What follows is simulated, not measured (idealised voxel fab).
voxel capacitor over wiring: a process module
Cross-section cut: width 275 nm, square cells of 5 nm.
In this document a cross-section is written as a grid of square cells. It is given as a series of bands, listed from the top down, and a band is one or more rows of cells. The entry gives the band's vertical extent as a top height and a bottom height in nm, then its horizontal make-up as materials from left to right, each with a width in nm. "blank" stands for empty space; a single material marked "all across" fills the band edge to edge. Heights are expressed relative to 0, this being the level below which the as-received wafer comprises one material exclusively. The lowest band is unbounded in the downward direction and is denoted as in "top 0, no bottom". Width spec "30->40" -> top row of cells at first value, bottom row at second value, equal per-row change in between. Where the words "no modifications" appear for a step, the cross-section shows no cell changed by that step; every cell remained as before. In "Enclosed empty spaces" the enclosed voids are listed, meaning empty spaces of 8 cells or larger without any opening to the top. The form is width x height at distance, distance from the left edge, units nm. That trailing text on a step's line, after the settings, is the simulator's own remark on the step. "overlay nm" on a masked step: distance the mask lay right of its planned place, negative for left.
[Below is the list of planned process steps]
1: RECEIVE,material Si
2: CONFORMAL_DEP,material SiO2,thk nm 10
3: CONFORMAL_DEP,material SiCN,thk nm 5
4: DIRECTIONAL_DEP,material lowk,thk nm 20
5: MASKED_ETCH,tone open,mask id METAL_1,width nm 30,pitch nm 90,etch materials lowk,depth nm 20,overlay nm 0
6: MASKED_ETCH,tone open,mask id METAL_1,width nm 30,pitch nm 90,etch materials SiCN,depth nm 5,overlay nm 0
7: CONFORMAL_DEP,material TiN,thk nm 5
8: FILL_DEP,material Cu,thk nm 5
9: CMP,height nm 35
10: CONFORMAL_DEP,material SiCN,thk nm 5
11: DIRECTIONAL_DEP,material SiO2,thk nm 15
12: PATTERN,tone open,mask id PLUG_1,material resist,width nm 15,thk nm 20,overlay nm 0
13: DIRECTIONAL_ETCH,etch materials SiO2,depth nm 15
14: DIRECTIONAL_ETCH,etch materials SiCN,depth nm 5
15: STRIP,etch materials resist
16: CONFORMAL_DEP,material TiN,thk nm 5
17: FILL_DEP,material Ru,thk nm 10
18: CMP,height nm 55
19: DIRECTIONAL_DEP,material TiN,thk nm 5
20: DIRECTIONAL_DEP,material SiN,thk nm 5
21: DIRECTIONAL_DEP,material TiN,thk nm 5
22: MASKED_ETCH,tone cover,mask id UPPER_PLATE,width nm 65,etch materials TiN,depth nm 5,overlay nm 0
23: MASKED_ETCH,tone cover,mask id UPPER_PLATE,width nm 65,etch materials SiN,depth nm 5,overlay nm 0
24: PATTERN,tone cover,mask id LOWER_PLATE,material resist,width nm 75,thk nm 15,overlay nm 0
25: DIRECTIONAL_ETCH,etch materials TiN,depth nm 5
26: STRIP,etch materials resist
27: FILL_DEP,material SiO2,thk nm 20
28: CMP,height nm 85
29: MASKED_ETCH,tone open,mask id PLUG_2,width nm 15,etch materials SiO2,depth nm 15,overlay nm 0
30: CONFORMAL_DEP,material TiN,thk nm 5
31: FILL_DEP,material Ru,thk nm 5
32: CMP,height nm 85
33: CONFORMAL_DEP,material SiN,thk nm 5
[Wafer cross-section on receipt, i.e. after step 1]
* top 0, no bottom  Si all across
* Enclosed empty spaces: none
[First wafer of two, sectioned at end of module; run went per plan]
* top 90, bottom 85  SiN all across
* top 85, bottom 75  SiO2 100 nm | TiN 5 nm | Ru 5 nm | TiN 5 nm | SiO2 160 nm
* top 75, bottom 65  SiO2 100->90 nm | TiN 15->65 nm | SiO2 160->120 nm
* top 65, bottom 60  SiO2 90 nm | SiN 65 nm | SiO2 120 nm
* top 60, bottom 55  SiO2 85 nm | TiN 75 nm | SiO2 115 nm
* top 55, bottom 40  SiO2 90 nm | TiN 5 nm | Ru 5 nm | TiN 5 nm | SiO2 170 nm
* top 40, bottom 35  SiCN 90 nm | TiN 15 nm | SiCN 170 nm
* top 35, bottom 15  lowk 75 nm | TiN 5 nm | Cu 20 nm | TiN 5 nm | lowk 60 nm | TiN 5 nm | Cu 20 nm | TiN 5 nm | lowk 80 nm
* top 15, bottom 10  SiCN 75 nm | TiN 30 nm | SiCN 60 nm | TiN 30 nm | SiCN 80 nm
* top 10, bottom 0  SiO2 all across
* top 0, no bottom  Si all across
* Enclosed empty spaces: none
[Presented here is a cross-section of the second of the two wafers as it stood at the end of the module. It was started in the same manner and assigned the same plan as the first wafer; however, one mistake was made in its execution]
* top 95, bottom 90  SiN all across
* top 90, bottom 85  TiN 105 nm | Ru 5 nm | TiN 165 nm
* top 85, bottom 75  SiO2 100 nm | TiN 5 nm | Ru 5 nm | TiN 5 nm | SiO2 160 nm
* top 75, bottom 65  SiO2 100->90 nm | TiN 15->65 nm | SiO2 160->120 nm
* top 65, bottom 60  SiO2 90 nm | SiN 65 nm | SiO2 120 nm
* top 60, bottom 55  SiO2 85 nm | TiN 75 nm | SiO2 115 nm
* top 55, bottom 40  SiO2 90 nm | TiN 5 nm | Ru 5 nm | TiN 5 nm | SiO2 170 nm
* top 40, bottom 35  SiCN 90 nm | TiN 15 nm | SiCN 170 nm
* top 35, bottom 15  lowk 75 nm | TiN 5 nm | Cu 20 nm | TiN 5 nm | lowk 60 nm | TiN 5 nm | Cu 20 nm | TiN 5 nm | lowk 80 nm
* top 15, bottom 10  SiCN 75 nm | TiN 30 nm | SiCN 60 nm | TiN 30 nm | SiCN 80 nm
* top 10, bottom 0  SiO2 all across
* top 0, no bottom  Si all across
* Enclosed empty spaces: none
Plan not followed: step 32 ran with different settings than intended, the actual operation and settings being CMP,height nm 90
At the finish, the second wafer shows more or fewer cells for some materials than the first does: Ru +1 | TiN +54
